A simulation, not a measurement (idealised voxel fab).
Process module in this document: voxel transistor to metal
For reference, the cross-section in this document is cut, with width 270 nm and square cells of 5 nm.
If you're reading a cross-section in this doc, picture square cells in a grid; it comes to you as bands, top ones listed first down to the bottom, and a band can be one or more rows of cells. Band entry format. Leading values: height of top, height of bottom, nm. Remainder: materials in left-to-right order, each with its width in nm. Special words: "everywhere" on a single material, which then fills the band edge to edge; "air", empty space. Convention: height 0 is the level below which the wafer, as received, is all one material. The lowest band does not terminate at the bottom but continues downward, represented as "0 down". Graded width ("30->40"): value in top row of band = first number; value in bottom row = second number; row-to-row change constant. Key: "no modifications" - step with no changed cell in the cross-section. The label "Trapped void list" introduces a list of the empty spaces, 8 cells or larger, that have no open way up to the top; each entry in it reads width x height at distance, where the distance is taken from the left edge and all three are stated in nm. Past the settings on a step's line: simulator remark, on that step. The "overlay nm" setting may appear on a step's line; for a step that uses a mask, it gives how far to the right of its planned position the mask lay, and a negative value indicates the left.

# Intended process steps
step 1: RECEIVE, material Si
step 2: CONFORMAL_DEP, material SiO2, thk nm 5
step 3: CONFORMAL_DEP, material SiN, thk nm 15
step 4: DIRECTIONAL_DEP, material aC, thk nm 10
step 5: PATTERN, tone cover, mask id ACTIVE, material resist, width nm 105, pitch nm 125, thk nm 30, overlay nm 0
step 6: DIRECTIONAL_ETCH, etch materials aC, depth nm 10
step 7: STRIP, etch materials resist
step 8: DIRECTIONAL_ETCH, etch materials SiN, depth nm 15
step 9: DIRECTIONAL_ETCH, etch materials SiO2, depth nm 5
step 10: DIRECTIONAL_ETCH, etch materials Si, depth nm 20
step 11: STRIP, etch materials aC
step 12: FILL_DEP, material SiO2, thk nm 10
step 13: CMP, height nm 20
step 14: SELECTIVE_ETCH, etch materials SiO2, depth nm 5
step 15: STRIP, etch materials SiN
step 16: SELECTIVE_ETCH, etch materials SiO2, depth nm 5
step 17: OXIDIZE, depth nm 5
step 18: DIRECTIONAL_DEP, material polySi, thk nm 25
step 19: DIRECTIONAL_DEP, material SiCN, thk nm 15
step 20: MASKED_ETCH, tone cover, mask id GATE, width nm 25, pitch nm 125, etch materials SiCN, depth nm 25, overlay nm 0
step 21: MASKED_ETCH, tone cover, mask id GATE, width nm 15, pitch nm 125, etch materials polySi, depth nm 35, overlay nm 0
step 22: CONFORMAL_DEP, material SiN, thk nm 5
step 23: DIRECTIONAL_ETCH, etch materials SiN, depth nm 5
step 24: DIRECTIONAL_ETCH, etch materials SiO2, depth nm 5
step 25: DIRECTIONAL_ETCH, etch materials Si, depth nm 10
step 26: EPI, material nSi, thk nm 10
step 27: FILL_DEP, material SiO2, thk nm 5
step 28: CMP, height nm 25
step 29: STRIP, etch materials polySi
step 30: SELECTIVE_ETCH, etch materials SiO2, depth nm 5
step 31: CONFORMAL_DEP, material HfO2, thk nm 5
step 32: CONFORMAL_DEP, material TiN, thk nm 5
step 33: FILL_DEP, material W, thk nm 5
step 34: CMP, height nm 20
step 35: DIRECTIONAL_DEP, material SiO2, thk nm 10
step 36: PATTERN, tone open, mask id CONTACT, material resist, width nm 15, thk nm 20, overlay nm 0
step 37: DIRECTIONAL_ETCH, etch materials SiO2, depth nm 35
step 38: STRIP, etch materials resist
step 39: CONFORMAL_DEP, material TiN, thk nm 5
step 40: FILL_DEP, material Ru, thk nm 10
step 41: CMP, height nm 30
step 42: DIRECTIONAL_DEP, material TiN, thk nm 5
step 43: DIRECTIONAL_DEP, material Ru, thk nm 15
step 44: MASKED_ETCH, tone cover, mask id METAL_1, width nm 15, etch materials Ru, depth nm 15, overlay nm 0
step 45: MASKED_ETCH, tone cover, mask id METAL_1, width nm 15, etch materials TiN, depth nm 5, overlay nm 0
step 46: CONFORMAL_DEP, material SiCN, thk nm 5
step 47: FILL_DEP, material lowk, thk nm 5
step 48: CMP, height nm 50
step 49: CONFORMAL_DEP, material SiCN, thk nm 5
The wafers are alike at the start. At step 21, their width nm differs. The plan lists the first wafer's value.

# Step 1 complete: as-received cross-section of the first of several wafers
* 0 down  Si everywhere
* Trapped void list: none

# Rows = wafers. At module end, each row lists per material the cells gained (+) or lost (-) since the wafer was received, then the closed voids
width nm 15, +30 HfO2, +60 Ru, -146 Si, +120 SiCN, +24 SiN, +236 SiO2, +90 TiN, +6 W, +102 lowk, +72 nSi, Trapped void list: none
width nm 20, +30 HfO2, +60 Ru, -146 Si, +120 SiCN, +24 SiN, +236 SiO2, +90 TiN, +6 W, +102 lowk, +72 nSi, Trapped void list: none
width nm 25, +30 HfO2, +60 Ru, -146 Si, +120 SiCN, +24 SiN, +236 SiO2, +90 TiN, +6 W, +102 lowk, +72 nSi, Trapped void list: none
width nm 30, +32 HfO2, +56 Ru, -142 Si, +120 SiCN, +24 SiN, +230 SiO2, +92 TiN, +12 W, +102 lowk, +68 nSi, Trapped void list: none
width nm 35, +34 HfO2, +52 Ru, -138 Si, +120 SiCN, +24 SiN, +224 SiO2, +94 TiN, +18 W, +102 lowk, +64 nSi, Trapped void list: none
